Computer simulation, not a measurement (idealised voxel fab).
The following is a process module called voxel self aligned contacts.
The figure presents cross-section cut, which has a width of 220 nm and is divided into square cells with an edge length of 5 nm.
Format of a cross-section: grid, square cells. Given as bands. Order: top down. Band: one or more rows of cells.
Within each band entry, the heights of the top and of the bottom of the band appear first, in that order and in nm; the materials of the band then follow from left to right, each with its corresponding width in nm. The designation "full width" on a single material indicates that it fills the band from edge to edge; the designation "air" indicates empty space.
Heights are reckoned from 0. Under this level, the received wafer is all of one material. The bottommost band is open-ended downward, for example "0..down".
Graded width ("30 to 40"): value in top row of band = first number; value in bottom row = second number; row-to-row change constant.
A step reported as "remained the same" is a step in which no cell of the cross-section changed.
Enclosed voids (no open way to top), threshold 8 cells or more, entry "Sealed voids", notation width x height at distance, distance from left edge, nm.
Post-settings text on a step line: simulator's own remark regarding the step.
overlay nm: step with mask; distance mask lay right of planned place; negative value = left of planned place.

### Process steps foreseen in the plan
1: RECEIVE: material Si
2: OXIDIZE: depth nm 5
3: DIRECTIONAL_DEP: material polySi, thk nm 25
4: DIRECTIONAL_DEP: material SiN, thk nm 20
5: PATTERN: tone cover, mask id GATE, material resist, width nm 25, pitch nm 55, thk nm 20, overlay nm 0
6: DIRECTIONAL_ETCH: etch materials SiN, depth nm 20
7: DIRECTIONAL_ETCH: etch materials polySi, depth nm 25
8: STRIP: etch materials resist
9: CONFORMAL_DEP: material SiN, thk nm 5
10: DIRECTIONAL_ETCH: etch materials SiN, depth nm 5
11: FILL_DEP: material SiO2, thk nm 15
12: CMP: height nm 50
13: PATTERN: tone open, mask id CONTACT, material resist, width nm 40, thk nm 20, overlay nm -15
14: DIRECTIONAL_ETCH: etch materials SiO2, depth nm 55
15: STRIP: etch materials resist
16: CONFORMAL_DEP: material TiN, thk nm 5
17: FILL_DEP: material Ru, thk nm 10
18: CMP: height nm 50
19: CONFORMAL_DEP: material SiN, thk nm 5
Quick note for whoever runs this: the wafers start identical, but the overlay nm at step 13 isn't the same across them. The plan just shows what the first wafer had.

### Cross-section of the first of several wafers as received (after step 1)
> 0..down = Si full width
> Sealed voids: none

### The figure below presents a cross-section of the first of several wafers at the conclusion of the module, following its last step, step 19
> 55..50 = SiN full width
> 50..45 = SiO2 75 nm  TiN 30 nm  Ru 5 nm  TiN 5 nm  SiO2 105 nm
> 45..25 = SiO2 65 nm  SiN 35 nm  TiN 5 nm  Ru 5 nm  TiN 5 nm  SiO2 5 nm  SiN 35 nm  SiO2 65 nm
> 25..0 = SiO2 65 nm  SiN 5 nm  polySi 25 nm  SiN 5 nm  TiN 5 nm  Ru 5 nm  TiN 5 nm  SiO2 5 nm  SiN 5 nm  polySi 25 nm  SiN 5 nm  SiO2 65 nm
> 0..-5 = SiO2 100 nm  TiN 15 nm  SiO2 105 nm
> -5..down = Si full width
> Sealed voids: none

### Cross-section, module end, final of several wafers
> 55..50 = SiN full width
> 50..45 = SiO2 105 nm  TiN 5 nm  Ru 5 nm  TiN 30 nm  SiO2 75 nm
> 45..25 = SiO2 65 nm  SiN 35 nm  SiO2 5 nm  TiN 5 nm  Ru 5 nm  TiN 5 nm  SiN 35 nm  SiO2 65 nm
> 25..0 = SiO2 65 nm  SiN 5 nm  polySi 25 nm  SiN 5 nm  SiO2 5 nm  TiN 5 nm  Ru 5 nm  TiN 5 nm  SiN 5 nm  polySi 25 nm  SiN 5 nm  SiO2 65 nm
> 0..-5 = SiO2 105 nm  TiN 15 nm  SiO2 100 nm
> -5..down = Si full width
> Sealed voids: none

### Take any row and you have a wafer at the end of the module: how many cells of each material it has gained (+) or lost (-) since it was received, and then its closed voids
overlay nm -15; +10 Ru; -44 Si; +120 SiN; +320 SiO2; +28 TiN; +50 polySi; Sealed voids: none
overlay nm -10; +20 Ru; -44 Si; +120 SiN; +310 SiO2; +28 TiN; +50 polySi; Sealed voids: none
overlay nm -5; +20 Ru; -44 Si; +120 SiN; +310 SiO2; +28 TiN; +50 polySi; Sealed voids: none
overlay nm 0; +20 Ru; -44 Si; +120 SiN; +310 SiO2; +28 TiN; +50 polySi; Sealed voids: none
overlay nm 5; +20 Ru; -44 Si; +120 SiN; +310 SiO2; +28 TiN; +50 polySi; Sealed voids: none
overlay nm 10; +20 Ru; -44 Si; +120 SiN; +310 SiO2; +28 TiN; +50 polySi; Sealed voids: none
overlay nm 15; +10 Ru; -44 Si; +120 SiN; +320 SiO2; +28 TiN; +50 polySi; Sealed voids: none
